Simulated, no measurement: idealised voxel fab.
Process module heading - voxel capacitor over wiring
Square cell edge 5 nm, section width 190 nm, ID cut.
The cross-sections in this document take the form of a grid made of square cells. They are written out as bands, in order from top to bottom. Each band consists of one or more rows of cells.
Band: top and bottom heights (nm) first, top before bottom; then materials from left to right, widths in nm. "all across" marks a sole material filling the band edge to edge. "empty" denotes empty space.
We count height from 0. Below that, the starting wafer is all one material. The lowest band never ends at the bottom but goes on down; see "z 0 and below" for how that is written.
The width entry "30..40" should be interpreted row by row: the top row of cells in the band takes the first number, the bottom row takes the second number, and the change between adjacent rows is uniform throughout.
A step reported as "identical to before" is a step in which no cell of the cross-section changed.
For the entry "Closed-off voids", the listed items are empty spaces with no open way to the top whose size is 8 cells or more; each item follows the pattern width x height at distance, where distance is from the left edge and all three are in nm.
What comes after the settings on a step's line is commentary from the simulator itself on that step.
The "overlay nm" setting may appear on a step's line; for a step that uses a mask, it gives how far to the right of its planned position the mask lay, and a negative value indicates the left.
Before/after cross-section pairs, one process step each; after shown to lowest changed band; step and settings beneath. Pairs may be from different runs of this module on the same starting wafer; a pair continues from the one above only where its "Structure before processing" entry says so.

**Structure before processing**
	z 0 and below: Si all across
	Closed-off voids: none

**Section After Processing**
	z 10 to 0: SiO2 all across
	Unchanged below 0.
	Closed-off voids: none
So what happened between those two cross-sections up there? CONFORMAL_DEP,material SiO2,thk nm 10

Structure before processing: The structure entering this step is exactly what the pair just above shows after its step.

**Section After Processing**
	z 15 to 10: SiN all across
	Unchanged below 10.
	Closed-off voids: none
So what happened between those two cross-sections up there? CONFORMAL_DEP,material SiN,thk nm 5

Structure before processing: The structure entering this step is exactly what the pair just above shows after its step.

**Section After Processing**
	z 30 to 15: SiO2 all across
	Unchanged below 15.
	Closed-off voids: none
So what happened between those two cross-sections up there? DIRECTIONAL_DEP,material SiO2,thk nm 15

Structure before processing: The structure entering this step is exactly what the pair just above shows after its step.

**Section After Processing**
	z 40 to 30: aC all across
	Unchanged below 30.
	Closed-off voids: none
So what happened between those two cross-sections up there? DIRECTIONAL_DEP,material aC,thk nm 10

Structure before processing: The structure entering this step is exactly what the pair just above shows after its step.

**Section After Processing**
	z 70 to 40: resist (40); empty (30); resist (50); empty (30); resist (40)
	Unchanged below 40.
	Closed-off voids: none
So what happened between those two cross-sections up there? PATTERN,tone open,mask id METAL_1,material resist,width nm 30,pitch nm 80,thk nm 30,overlay nm 0

Structure before processing: The structure entering this step is exactly what the pair just above shows after its step.

**Section After Processing**
	z 60 to 40: resist (40); empty (30); resist (50); empty (30); resist (40)
	z 40 to 30: aC (40); empty (30); aC (50); empty (30); aC (40)
	Unchanged below 30.
	Closed-off voids: none
So what happened between those two cross-sections up there? DIRECTIONAL_ETCH,etch materials aC,depth nm 10

Structure before processing: The structure entering this step is exactly what the pair just above shows after its step.

**Section After Processing**
	z 40 to 30: aC (40); empty (30); aC (50); empty (30); aC (40)
	Unchanged below 30.
	Closed-off voids: none
So what happened between those two cross-sections up there? STRIP,etch materials resist

Structure before processing: The structure entering this step is exactly what the pair just above shows after its step.

**Section After Processing**
	z 40 to 30: aC (40); empty (30); aC (50); empty (30); aC (40)
	z 30 to 15: SiO2 (40); empty (30); SiO2 (50); empty (30); SiO2 (40)
	Unchanged below 15.
	Closed-off voids: none
So what happened between those two cross-sections up there? DIRECTIONAL_ETCH,etch materials SiO2,depth nm 15

Structure before processing: The structure entering this step is exactly what the pair just above shows after its step.

**Section After Processing**
	z 40 to 30: aC (40); empty (30); aC (50); empty (30); aC (40)
	z 30 to 15: SiO2 (40); empty (30); SiO2 (50); empty (30); SiO2 (40)
	z 15 to 10: SiN (40); empty (30); SiN (50); empty (30); SiN (40)
	Unchanged below 10.
	Closed-off voids: none
So what happened between those two cross-sections up there? DIRECTIONAL_ETCH,etch materials SiN,depth nm 5

Structure before processing: The structure entering this step is exactly what the pair just above shows after its step.

**Section After Processing**
	z 30 to 15: SiO2 (40); empty (30); SiO2 (50); empty (30); SiO2 (40)
	Unchanged below 15.
	Closed-off voids: none
So what happened between those two cross-sections up there? STRIP,etch materials aC

Structure before processing: The structure entering this step is exactly what the pair just above shows after its step.

**Section After Processing**
	z 35 to 30: TiN (45); empty (20); TiN (60); empty (20); TiN (45)
	z 30 to 15: SiO2 (40); TiN (5); empty (20); TiN (5); SiO2 (50); TiN (5); empty (20); TiN (5); SiO2 (40)
	z 15 to 10: SiN (40); TiN (30); SiN (50); TiN (30); SiN (40)
	Unchanged below 10.
	Closed-off voids: none
So what happened between those two cross-sections up there? CONFORMAL_DEP,material TiN,thk nm 5

Structure before processing: The structure entering this step is exactly what the pair just above shows after its step.

**Section After Processing**
	z 45 to 35: Ru all across
	z 35 to 30: TiN (45); Ru (20); TiN (60); Ru (20); TiN (45)
	z 30 to 15: SiO2 (40); TiN (5); Ru (20); TiN (5); SiO2 (50); TiN (5); Ru (20); TiN (5); SiO2 (40)
	Unchanged below 15.
	Closed-off voids: none
So what happened between those two cross-sections up there? FILL_DEP,material Ru,thk nm 10

Structure before processing: The structure entering this step is exactly what the pair just above shows after its step.

**Section After Processing**
	z 30 to 15: SiO2 (40); TiN (5); Ru (20); TiN (5); SiO2 (50); TiN (5); Ru (20); TiN (5); SiO2 (40)
	Unchanged below 15.
	Closed-off voids: none
So what happened between those two cross-sections up there? CMP,height nm 30

Structure before processing: The structure entering this step is exactly what the pair just above shows after its step.

**Section After Processing**
	z 35 to 30: empty (35); Ru (40); empty (40); Ru (40); empty (35)
	Unchanged below 30.
	Closed-off voids: none
So what happened between those two cross-sections up there? EPI,material Ru,thk nm 5

Structure before processing: The structure entering this step is exactly what the pair just above shows after its step.

**Section After Processing**
	z 40 to 35: SiCN all across
	z 35 to 30: SiCN (35); Ru (40); SiCN (40); Ru (40); SiCN (35)
	Unchanged below 30.
	Closed-off voids: none
So what happened between those two cross-sections up there? FILL_DEP,material SiCN,thk nm 5

Structure before processing: The structure entering this step is exactly what the pair just above shows after its step.

**Section After Processing**
	z 50 to 40: SiO2 all across
	Unchanged below 40.
	Closed-off voids: none
So what happened between those two cross-sections up there? DIRECTIONAL_DEP,material SiO2,thk nm 10

Structure before processing: The structure entering this step is exactly what the pair just above shows after its step.

**Section After Processing**
	z 50 to 40: SiO2 (55); empty (15); SiO2 (120)
	Unchanged below 40.
	Closed-off voids: none
So what happened between those two cross-sections up there? MASKED_ETCH,tone open,mask id PLUG_1,width nm 15,etch materials SiO2,depth nm 10,overlay nm 0

Structure before processing: The structure entering this step is exactly what the pair just above shows after its step.

**Section After Processing**
	z 50 to 40: SiO2 (55); empty (15); SiO2 (120)
	z 40 to 35: SiCN (55); empty (15); SiCN (120)
	Unchanged below 35.
	Closed-off voids: none
So what happened between those two cross-sections up there? MASKED_ETCH,tone open,mask id PLUG_1,width nm 15,etch materials SiCN,depth nm 5,overlay nm 0

Structure before processing: The structure entering this step is exactly what the pair just above shows after its step.

**Section After Processing**
	z 55 to 50: TiN (60); empty (5); TiN (125)
	z 50 to 40: SiO2 (55); TiN (5); empty (5); TiN (5); SiO2 (120)
	z 40 to 35: SiCN (55); TiN (15); SiCN (120)
	Unchanged below 35.
	Closed-off voids: none
So what happened between those two cross-sections up there? CONFORMAL_DEP,material TiN,thk nm 5

Structure before processing: The structure entering this step is exactly what the pair just above shows after its step.

**Section After Processing**
	z 60 to 55: Cu all across
	z 55 to 50: TiN (60); Cu (5); TiN (125)
	z 50 to 40: SiO2 (55); TiN (5); Cu (5); TiN (5); SiO2 (120)
	Unchanged below 40.
	Closed-off voids: none
So what happened between those two cross-sections up there? FILL_DEP,material Cu,thk nm 5

Structure before processing: The structure entering this step is exactly what the pair just above shows after its step.

**Section After Processing**
	z 50 to 40: SiO2 (55); TiN (5); Cu (5); TiN (5); SiO2 (120)
	Unchanged below 40.
	Closed-off voids: none
So what happened between those two cross-sections up there? CMP,height nm 50

Structure before processing: The structure entering this step is exactly what the pair just above shows after its step.

**Section After Processing**
	z 55 to 50: TiN all across
	Unchanged below 50.
	Closed-off voids: none
So what happened between those two cross-sections up there? DIRECTIONAL_DEP,material TiN,thk nm 5

Structure before processing: The structure entering this step is exactly what the pair just above shows after its step.

**Section After Processing**
	z 60 to 55: HfO2 all across
	Unchanged below 55.
	Closed-off voids: none
So what happened between those two cross-sections up there? DIRECTIONAL_DEP,material HfO2,thk nm 5

Structure before processing: The structure entering this step is exactly what the pair just above shows after its step.

**Section After Processing**
	z 70 to 60: TiN all across
	Unchanged below 60.
	Closed-off voids: none
So what happened between those two cross-sections up there? DIRECTIONAL_DEP,material TiN,thk nm 10

Structure before processing: The structure entering this step is exactly what the pair just above shows after its step.

**Section After Processing**
	z 85 to 70: aC all across
	Unchanged below 70.
	Closed-off voids: none
So what happened between those two cross-sections up there? DIRECTIONAL_DEP,material aC,thk nm 15

Structure before processing: The structure entering this step is exactly what the pair just above shows after its step.

**Section After Processing**
	z 115 to 85: empty (55); resist (55); empty (80)
	Unchanged below 85.
	Closed-off voids: none
So what happened between those two cross-sections up there? PATTERN,tone cover,mask id UPPER_PLATE,material resist,width nm 55,thk nm 30,overlay nm 0

Structure before processing: The structure entering this step is exactly what the pair just above shows after its step.

**Section After Processing**
	z 100 to 85: empty (55); resist (55); empty (80)
	z 85 to 70: empty (55); aC (55); empty (80)
	Unchanged below 70.
	Closed-off voids: none
So what happened between those two cross-sections up there? DIRECTIONAL_ETCH,etch materials aC,depth nm 15

Structure before processing: The structure entering this step is exactly what the pair just above shows after its step.

**Section After Processing**
	z 85 to 70: empty (55); aC (55); empty (80)
	Unchanged below 70.
	Closed-off voids: none
So what happened between those two cross-sections up there? STRIP,etch materials resist

Structure before processing: The structure entering this step is exactly what the pair just above shows after its step.

**Section After Processing**
	z 85 to 70: empty (55); aC (55); empty (80)
	z 70 to 60: empty (55); TiN (55); empty (80)
	Unchanged below 60.
	Closed-off voids: none
So what happened between those two cross-sections up there? DIRECTIONAL_ETCH,etch materials TiN,depth nm 10

Structure before processing: The structure entering this step is exactly what the pair just above shows after its step.

**Section After Processing**
	z 85 to 70: empty (55); aC (55); empty (80)
	z 70 to 60: empty (55); TiN (55); empty (80)
	z 60 to 55: empty (55); HfO2 (55); empty (80)
	Unchanged below 55.
	Closed-off voids: none
So what happened between those two cross-sections up there? DIRECTIONAL_ETCH,etch materials HfO2,depth nm 5

Structure before processing: The structure entering this step is exactly what the pair just above shows after its step.

**Section After Processing**
	z 70 to 60: empty (55); TiN (55); empty (80)
	Unchanged below 60.
	Closed-off voids: none
So what happened between those two cross-sections up there? STRIP,etch materials aC

Structure before processing: The structure entering this step is exactly what the pair just above shows after its step.

**Section After Processing**
	z 85 to 70: empty (50); resist (65); empty (75)
	z 70 to 60: empty (50); resist (5); TiN (55); resist (5); empty (75)
	z 60 to 55: empty (50); resist (5); HfO2 (55); resist (5); empty (75)
	Unchanged below 55.
	Closed-off voids: none
So what happened between those two cross-sections up there? PATTERN,tone cover,mask id LOWER_PLATE,material resist,width nm 65,thk nm 15,overlay nm 0

Structure before processing: The structure entering this step is exactly what the pair just above shows after its step.

**Section After Processing**
	z 85 to 70: empty (50); resist (65); empty (75)
	z 70 to 60: empty (50); resist (5); TiN (55); resist (5); empty (75)
	z 60 to 55: empty (50); resist (5); HfO2 (55); resist (5); empty (75)
	z 55 to 50: empty (50); TiN (65); empty (75)
	Unchanged below 50.
	Closed-off voids: none
So what happened between those two cross-sections up there? DIRECTIONAL_ETCH,etch materials TiN,depth nm 5

Structure before processing: The structure entering this step is exactly what the pair just above shows after its step.

**Section After Processing**
	z 70 to 60: empty (55); TiN (55); empty (80)
	z 60 to 55: empty (55); HfO2 (55); empty (80)
	Unchanged below 55.
	Closed-off voids: none
So what happened between those two cross-sections up there? STRIP,etch materials resist

Structure before processing: The structure entering this step is exactly what the pair just above shows after its step.

**Section After Processing**
	z 90 to 70: SiO2 all across
	z 70 to 60: SiO2 (55); TiN (55); SiO2 (80)
	z 60 to 55: SiO2 (55); HfO2 (55); SiO2 (80)
	z 55 to 50: SiO2 (50); TiN (65); SiO2 (75)
	Unchanged below 50.
	Closed-off voids: none
So what happened between those two cross-sections up there? FILL_DEP,material SiO2,thk nm 20

Structure before processing: The structure entering this step is exactly what the pair just above shows after its step.

**Section After Processing**
	z 85 to 70: SiO2 all across
	Unchanged below 70.
	Closed-off voids: none
So what happened between those two cross-sections up there? CMP,height nm 85

Structure before processing: The structure entering this step is exactly what the pair just above shows after its step.

**Section After Processing**
	z 85 to 70: SiO2 (65); empty (15); SiO2 (110)
	Unchanged below 70.
	Closed-off voids: none
So what happened between those two cross-sections up there? MASKED_ETCH,tone open,mask id PLUG_2,width nm 15,etch materials SiO2,depth nm 15,overlay nm 0

Structure before processing: The structure entering this step is exactly what the pair just above shows after its step.

**Section After Processing**
	z 90 to 85: TiN (70); empty (5); TiN (115)
	z 85 to 75: SiO2 (65); TiN (5); empty (5); TiN (5); SiO2 (110)
	z 75 to 70: SiO2 (65); TiN (15); SiO2 (110)
	Unchanged below 70.
	Closed-off voids: none
So what happened between those two cross-sections up there? CONFORMAL_DEP,material TiN,thk nm 5

Structure before processing: The structure entering this step is exactly what the pair just above shows after its step.

**Section After Processing**
	z 95 to 90: W all across
	z 90 to 85: TiN (70); W (5); TiN (115)
	z 85 to 75: SiO2 (65); TiN (5); W (5); TiN (5); SiO2 (110)
	Unchanged below 75.
	Closed-off voids: none
So what happened between those two cross-sections up there? FILL_DEP,material W,thk nm 5

Structure before processing: The structure entering this step is exactly what the pair just above shows after its step.

**Section After Processing**
	z 85 to 75: SiO2 (65); TiN (5); W (5); TiN (5); SiO2 (110)
	Unchanged below 75.
	Closed-off voids: none
So what happened between those two cross-sections up there? CMP,height nm 85

Structure before processing: The structure entering this step is exactly what the pair just above shows after its step.

**Section After Processing**
	z 90 to 85: SiCN all across
	Unchanged below 85.
	Closed-off voids: none
So what happened between those two cross-sections up there? CONFORMAL_DEP,material SiCN,thk nm 5

**Structure before processing**
	z 45 to 35: Ru all across
	z 35 to 30: TiN (45); Ru (20); TiN (60); Ru (20); TiN (45)
	z 30 to 15: SiO2 (40); TiN (5); Ru (20); TiN (5); SiO2 (50); TiN (5); Ru (20); TiN (5); SiO2 (40)
	z 15 to 10: SiN (40); TiN (30); SiN (50); TiN (30); SiN (40)
	z 10 to 0: SiO2 all across
	z 0 and below: Si all across
	Closed-off voids: none

**Section After Processing**
	z 50 to 35: Ru all across
	Unchanged below 35.
	Closed-off voids: none
So what happened between those two cross-sections up there? EPI,material Ru,thk nm 5

Structure before processing: The structure entering this step is exactly what the pair just above shows after its step.

**Section After Processing**
	z 55 to 50: SiCN all across
	Unchanged below 50.
	Closed-off voids: none
So what happened between those two cross-sections up there? FILL_DEP,material SiCN,thk nm 5

Structure before processing: The structure entering this step is exactly what the pair just above shows after its step.

**Section After Processing**
	z 65 to 55: SiO2 all across
	Unchanged below 55.
	Closed-off voids: none
So what happened between those two cross-sections up there? DIRECTIONAL_DEP,material SiO2,thk nm 10

Structure before processing: The structure entering this step is exactly what the pair just above shows after its step.

**Section After Processing**
	z 65 to 55: SiO2 (55); empty (15); SiO2 (120)
	Unchanged below 55.
	Closed-off voids: none
So what happened between those two cross-sections up there? MASKED_ETCH,tone open,mask id PLUG_1,width nm 15,etch materials SiO2,depth nm 10,overlay nm 0

Structure before processing: The structure entering this step is exactly what the pair just above shows after its step.

**Section After Processing**
	z 65 to 55: SiO2 (55); empty (15); SiO2 (120)
	z 55 to 50: SiCN (55); empty (15); SiCN (120)
	Unchanged below 50.
	Closed-off voids: none
So what happened between those two cross-sections up there? MASKED_ETCH,tone open,mask id PLUG_1,width nm 15,etch materials SiCN,depth nm 5,overlay nm 0

Structure before processing: The structure entering this step is exactly what the pair just above shows after its step.

**Section After Processing**
	z 70 to 65: TiN (60); empty (5); TiN (125)
	z 65 to 55: SiO2 (55); TiN (5); empty (5); TiN (5); SiO2 (120)
	z 55 to 50: SiCN (55); TiN (15); SiCN (120)
	Unchanged below 50.
	Closed-off voids: none
So what happened between those two cross-sections up there? CONFORMAL_DEP,material TiN,thk nm 5

Structure before processing: The structure entering this step is exactly what the pair just above shows after its step.

**Section After Processing**
	z 75 to 70: Cu all across
	z 70 to 65: TiN (60); Cu (5); TiN (125)
	z 65 to 55: SiO2 (55); TiN (5); Cu (5); TiN (5); SiO2 (120)
	Unchanged below 55.
	Closed-off voids: none
So what happened between those two cross-sections up there? FILL_DEP,material Cu,thk nm 5

Structure before processing: The structure entering this step is exactly what the pair just above shows after its step.

**Section After Processing**
	z 50 to 35: Ru all across
	Unchanged below 35.
	Closed-off voids: none
So what happened between those two cross-sections up there? CMP,height nm 50

Structure before processing: The structure entering this step is exactly what the pair just above shows after its step.

**Section After Processing**
	z 55 to 50: TiN all across
	Unchanged below 50.
	Closed-off voids: none
So what happened between those two cross-sections up there? DIRECTIONAL_DEP,material TiN,thk nm 5

Structure before processing: The structure entering this step is exactly what the pair just above shows after its step.

**Section After Processing**
	z 60 to 55: HfO2 all across
	Unchanged below 55.
	Closed-off voids: none
So what happened between those two cross-sections up there? DIRECTIONAL_DEP,material HfO2,thk nm 5

Structure before processing: The structure entering this step is exactly what the pair just above shows after its step.

**Section After Processing**
	z 70 to 60: TiN all across
	Unchanged below 60.
	Closed-off voids: none
So what happened between those two cross-sections up there? DIRECTIONAL_DEP,material TiN,thk nm 10

Structure before processing: The structure entering this step is exactly what the pair just above shows after its step.

**Section After Processing**
	z 85 to 70: aC all across
	Unchanged below 70.
	Closed-off voids: none
So what happened between those two cross-sections up there? DIRECTIONAL_DEP,material aC,thk nm 15

Structure before processing: The structure entering this step is exactly what the pair just above shows after its step.

**Section After Processing**
	z 115 to 85: empty (55); resist (55); empty (80)
	Unchanged below 85.
	Closed-off voids: none
So what happened between those two cross-sections up there? PATTERN,tone cover,mask id UPPER_PLATE,material resist,width nm 55,thk nm 30,overlay nm 0

Structure before processing: The structure entering this step is exactly what the pair just above shows after its step.

**Section After Processing**
	z 100 to 85: empty (55); resist (55); empty (80)
	z 85 to 70: empty (55); aC (55); empty (80)
	Unchanged below 70.
	Closed-off voids: none
So what happened between those two cross-sections up there? DIRECTIONAL_ETCH,etch materials aC,depth nm 15

Structure before processing: The structure entering this step is exactly what the pair just above shows after its step.

**Section After Processing**
	z 85 to 70: empty (55); aC (55); empty (80)
	Unchanged below 70.
	Closed-off voids: none
So what happened between those two cross-sections up there? STRIP,etch materials resist

Structure before processing: The structure entering this step is exactly what the pair just above shows after its step.

**Section After Processing**
	z 85 to 70: empty (55); aC (55); empty (80)
	z 70 to 60: empty (55); TiN (55); empty (80)
	Unchanged below 60.
	Closed-off voids: none
So what happened between those two cross-sections up there? DIRECTIONAL_ETCH,etch materials TiN,depth nm 10

Structure before processing: The structure entering this step is exactly what the pair just above shows after its step.

**Section After Processing**
	z 85 to 70: empty (55); aC (55); empty (80)
	z 70 to 60: empty (55); TiN (55); empty (80)
	z 60 to 55: empty (55); HfO2 (55); empty (80)
	Unchanged below 55.
	Closed-off voids: none
So what happened between those two cross-sections up there? DIRECTIONAL_ETCH,etch materials HfO2,depth nm 5

Structure before processing: The structure entering this step is exactly what the pair just above shows after its step.

**Section After Processing**
	z 70 to 60: empty (55); TiN (55); empty (80)
	Unchanged below 60.
	Closed-off voids: none
So what happened between those two cross-sections up there? STRIP,etch materials aC

Structure before processing: The structure entering this step is exactly what the pair just above shows after its step.

**Section After Processing**
	z 85 to 70: empty (50); resist (65); empty (75)
	z 70 to 60: empty (50); resist (5); TiN (55); resist (5); empty (75)
	z 60 to 55: empty (50); resist (5); HfO2 (55); resist (5); empty (75)
	Unchanged below 55.
	Closed-off voids: none
So what happened between those two cross-sections up there? PATTERN,tone cover,mask id LOWER_PLATE,material resist,width nm 65,thk nm 15,overlay nm 0

Structure before processing: The structure entering this step is exactly what the pair just above shows after its step.

**Section After Processing**
	z 85 to 70: empty (50); resist (65); empty (75)
	z 70 to 60: empty (50); resist (5); TiN (55); resist (5); empty (75)
	z 60 to 55: empty (50); resist (5); HfO2 (55); resist (5); empty (75)
	z 55 to 50: empty (50); TiN (65); empty (75)
	Unchanged below 50.
	Closed-off voids: none
So what happened between those two cross-sections up there? DIRECTIONAL_ETCH,etch materials TiN,depth nm 5

Structure before processing: The structure entering this step is exactly what the pair just above shows after its step.

**Section After Processing**
	z 70 to 60: empty (55); TiN (55); empty (80)
	z 60 to 55: empty (55); HfO2 (55); empty (80)
	Unchanged below 55.
	Closed-off voids: none
So what happened between those two cross-sections up there? STRIP,etch materials resist

Structure before processing: The structure entering this step is exactly what the pair just above shows after its step.

**Section After Processing**
	z 90 to 70: SiO2 all across
	z 70 to 60: SiO2 (55); TiN (55); SiO2 (80)
	z 60 to 55: SiO2 (55); HfO2 (55); SiO2 (80)
	z 55 to 50: SiO2 (50); TiN (65); SiO2 (75)
	Unchanged below 50.
	Closed-off voids: none
So what happened between those two cross-sections up there? FILL_DEP,material SiO2,thk nm 20

Structure before processing: The structure entering this step is exactly what the pair just above shows after its step.

**Section After Processing**
	z 85 to 70: SiO2 all across
	Unchanged below 70.
	Closed-off voids: none
So what happened between those two cross-sections up there? CMP,height nm 85

Structure before processing: The structure entering this step is exactly what the pair just above shows after its step.

**Section After Processing**
	z 85 to 70: SiO2 (65); empty (15); SiO2 (110)
	Unchanged below 70.
	Closed-off voids: none
So what happened between those two cross-sections up there? MASKED_ETCH,tone open,mask id PLUG_2,width nm 15,etch materials SiO2,depth nm 15,overlay nm 0

Structure before processing: The structure entering this step is exactly what the pair just above shows after its step.

**Section After Processing**
	z 90 to 85: TiN (70); empty (5); TiN (115)
	z 85 to 75: SiO2 (65); TiN (5); empty (5); TiN (5); SiO2 (110)
	z 75 to 70: SiO2 (65); TiN (15); SiO2 (110)
	Unchanged below 70.
	Closed-off voids: none
So what happened between those two cross-sections up there? CONFORMAL_DEP,material TiN,thk nm 5

Structure before processing: The structure entering this step is exactly what the pair just above shows after its step.

**Section After Processing**
	z 95 to 90: W all across
	z 90 to 85: TiN (70); W (5); TiN (115)
	z 85 to 75: SiO2 (65); TiN (5); W (5); TiN (5); SiO2 (110)
	Unchanged below 75.
	Closed-off voids: none
So what happened between those two cross-sections up there? FILL_DEP,material W,thk nm 5

Structure before processing: The structure entering this step is exactly what the pair just above shows after its step.

**Section After Processing**
	z 85 to 75: SiO2 (65); TiN (5); W (5); TiN (5); SiO2 (110)
	Unchanged below 75.
	Closed-off voids: none
So what happened between those two cross-sections up there? CMP,height nm 85

Structure before processing: The structure entering this step is exactly what the pair just above shows after its step.

**Section After Processing**
	z 90 to 85: SiCN all across
	Unchanged below 85.
	Closed-off voids: none
So what happened between those two cross-sections up there? CONFORMAL_DEP,material SiCN,thk nm 5

**Structure before processing**
	z 55 to 50: TiN all across
	z 50 to 40: SiO2 (55); TiN (5); Cu (5); TiN (5); SiO2 (120)
	z 40 to 35: SiCN (55); TiN (15); SiCN (120)
	z 35 to 30: SiCN (35); Ru (40); SiCN (40); Ru (40); SiCN (35)
	z 30 to 15: SiO2 (40); TiN (5); Ru (20); TiN (5); SiO2 (50); TiN (5); Ru (20); TiN (5); SiO2 (40)
	z 15 to 10: SiN (40); TiN (30); SiN (50); TiN (30); SiN (40)
	z 10 to 0: SiO2 all across
	z 0 and below: Si all across
	Closed-off voids: none

**Section After Processing**
	z 65 to 50: TiN all across
	Unchanged below 50.
	Closed-off voids: none
So what happened between those two cross-sections up there? DIRECTIONAL_DEP,material TiN,thk nm 10

Structure before processing: The structure entering this step is exactly what the pair just above shows after its step.

**Section After Processing**
	z 70 to 65: HfO2 all across
	Unchanged below 65.
	Closed-off voids: none
So what happened between those two cross-sections up there? DIRECTIONAL_DEP,material HfO2,thk nm 5

Structure before processing: The structure entering this step is exactly what the pair just above shows after its step.

**Section After Processing**
	z 85 to 70: aC all across
	Unchanged below 70.
	Closed-off voids: none
So what happened between those two cross-sections up there? DIRECTIONAL_DEP,material aC,thk nm 15

Structure before processing: The structure entering this step is exactly what the pair just above shows after its step.

**Section After Processing**
	z 115 to 85: empty (55); resist (55); empty (80)
	Unchanged below 85.
	Closed-off voids: none
So what happened between those two cross-sections up there? PATTERN,tone cover,mask id UPPER_PLATE,material resist,width nm 55,thk nm 30,overlay nm 0

Structure before processing: The structure entering this step is exactly what the pair just above shows after its step.

**Section After Processing**
	z 100 to 85: empty (55); resist (55); empty (80)
	z 85 to 70: empty (55); aC (55); empty (80)
	Unchanged below 70.
	Closed-off voids: none
So what happened between those two cross-sections up there? DIRECTIONAL_ETCH,etch materials aC,depth nm 15

Structure before processing: The structure entering this step is exactly what the pair just above shows after its step.

**Section After Processing**
	z 85 to 70: empty (55); aC (55); empty (80)
	Unchanged below 70.
	Closed-off voids: none
So what happened between those two cross-sections up there? STRIP,etch materials resist

Structure before processing: The structure entering this step is exactly what the pair just above shows after its step.

**Section After Processing**
	z 85 to 70: empty (55); aC (55); empty (80)
	z 70 to 65: empty (55); HfO2 (55); empty (80)
	Unchanged below 65.
	Closed-off voids: none
So what happened between those two cross-sections up there? DIRECTIONAL_ETCH,etch materials HfO2,depth nm 5

Structure before processing: The structure entering this step is exactly what the pair just above shows after its step.

**Section After Processing**
	z 70 to 65: empty (55); HfO2 (55); empty (80)
	Unchanged below 65.
	Closed-off voids: none
So what happened between those two cross-sections up there? STRIP,etch materials aC

Structure before processing: The structure entering this step is exactly what the pair just above shows after its step.

**Section After Processing**
	z 85 to 70: empty (50); resist (65); empty (75)
	z 70 to 65: empty (50); resist (5); HfO2 (55); resist (5); empty (75)
	Unchanged below 65.
	Closed-off voids: none
So what happened between those two cross-sections up there? PATTERN,tone cover,mask id LOWER_PLATE,material resist,width nm 65,thk nm 15,overlay nm 0

Structure before processing: The structure entering this step is exactly what the pair just above shows after its step.

**Section After Processing**
	z 85 to 70: empty (50); resist (65); empty (75)
	z 70 to 65: empty (50); resist (5); HfO2 (55); resist (5); empty (75)
	z 65 to 60: empty (50); TiN (65); empty (75)
	Unchanged below 60.
	Closed-off voids: none
So what happened between those two cross-sections up there? DIRECTIONAL_ETCH,etch materials TiN,depth nm 5

Structure before processing: The structure entering this step is exactly what the pair just above shows after its step.

**Section After Processing**
	z 70 to 65: empty (55); HfO2 (55); empty (80)
	Unchanged below 65.
	Closed-off voids: none
So what happened between those two cross-sections up there? STRIP,etch materials resist

Structure before processing: The structure entering this step is exactly what the pair just above shows after its step.

**Section After Processing**
	z 90 to 70: SiO2 all across
	z 70 to 65: SiO2 (55); HfO2 (55); SiO2 (80)
	z 65 to 60: SiO2 (50); TiN (65); SiO2 (75)
	Unchanged below 60.
	Closed-off voids: none
So what happened between those two cross-sections up there? FILL_DEP,material SiO2,thk nm 20

Structure before processing: The structure entering this step is exactly what the pair just above shows after its step.

**Section After Processing**
	z 85 to 70: SiO2 all across
	Unchanged below 70.
	Closed-off voids: none
So what happened between those two cross-sections up there? CMP,height nm 85

Structure before processing: The structure entering this step is exactly what the pair just above shows after its step.

**Section After Processing**
	z 85 to 70: SiO2 (65); empty (15); SiO2 (110)
	Unchanged below 70.
	Closed-off voids: none
So what happened between those two cross-sections up there? MASKED_ETCH,tone open,mask id PLUG_2,width nm 15,etch materials SiO2,depth nm 15,overlay nm 0

Structure before processing: The structure entering this step is exactly what the pair just above shows after its step.

**Section After Processing**
	z 90 to 85: TiN (70); empty (5); TiN (115)
	z 85 to 75: SiO2 (65); TiN (5); empty (5); TiN (5); SiO2 (110)
	z 75 to 70: SiO2 (65); TiN (15); SiO2 (110)
	Unchanged below 70.
	Closed-off voids: none
So what happened between those two cross-sections up there? CONFORMAL_DEP,material TiN,thk nm 5

Structure before processing: The structure entering this step is exactly what the pair just above shows after its step.

**Section After Processing**
	z 95 to 90: W all across
	z 90 to 85: TiN (70); W (5); TiN (115)
	z 85 to 75: SiO2 (65); TiN (5); W (5); TiN (5); SiO2 (110)
	Unchanged below 75.
	Closed-off voids: none
So what happened between those two cross-sections up there? FILL_DEP,material W,thk nm 5

Structure before processing: The structure entering this step is exactly what the pair just above shows after its step.

**Section After Processing**
	z 85 to 75: SiO2 (65); TiN (5); W (5); TiN (5); SiO2 (110)
	Unchanged below 75.
	Closed-off voids: none
So what happened between those two cross-sections up there? CMP,height nm 85

Structure before processing: The structure entering this step is exactly what the pair just above shows after its step.

**Section After Processing**
	z 90 to 85: SiCN all across
	Unchanged below 85.
	Closed-off voids: none
So what happened between those two cross-sections up there? CONFORMAL_DEP,material SiCN,thk nm 5

**Structure before processing**
	z 85 to 75: SiO2 (65); TiN (5); W (5); TiN (5); SiO2 (110)
	z 75 to 70: SiO2 (65); TiN (15); SiO2 (110)
	z 70 to 60: SiO2 (55); TiN (55); SiO2 (80)
	z 60 to 55: SiO2 (55); HfO2 (55); SiO2 (80)
	z 55 to 50: SiO2 (50); TiN (65); SiO2 (75)
	z 50 to 40: SiO2 (55); TiN (5); Cu (5); TiN (5); SiO2 (120)
	z 40 to 35: SiCN (55); TiN (15); SiCN (120)
	z 35 to 30: SiCN (35); Ru (40); SiCN (40); Ru (40); SiCN (35)
	z 30 to 15: SiO2 (40); TiN (5); Ru (20); TiN (5); SiO2 (50); TiN (5); Ru (20); TiN (5); SiO2 (40)
	z 15 to 10: SiN (40); TiN (30); SiN (50); TiN (30); SiN (40)
	z 10 to 0: SiO2 all across
	z 0 and below: Si all across
	Closed-off voids: none

**Section After Processing**
	z 100 to 85: SiCN all across
	Unchanged below 85.
	Closed-off voids: none
So what happened between those two cross-sections up there? CONFORMAL_DEP,material SiCN,thk nm 15
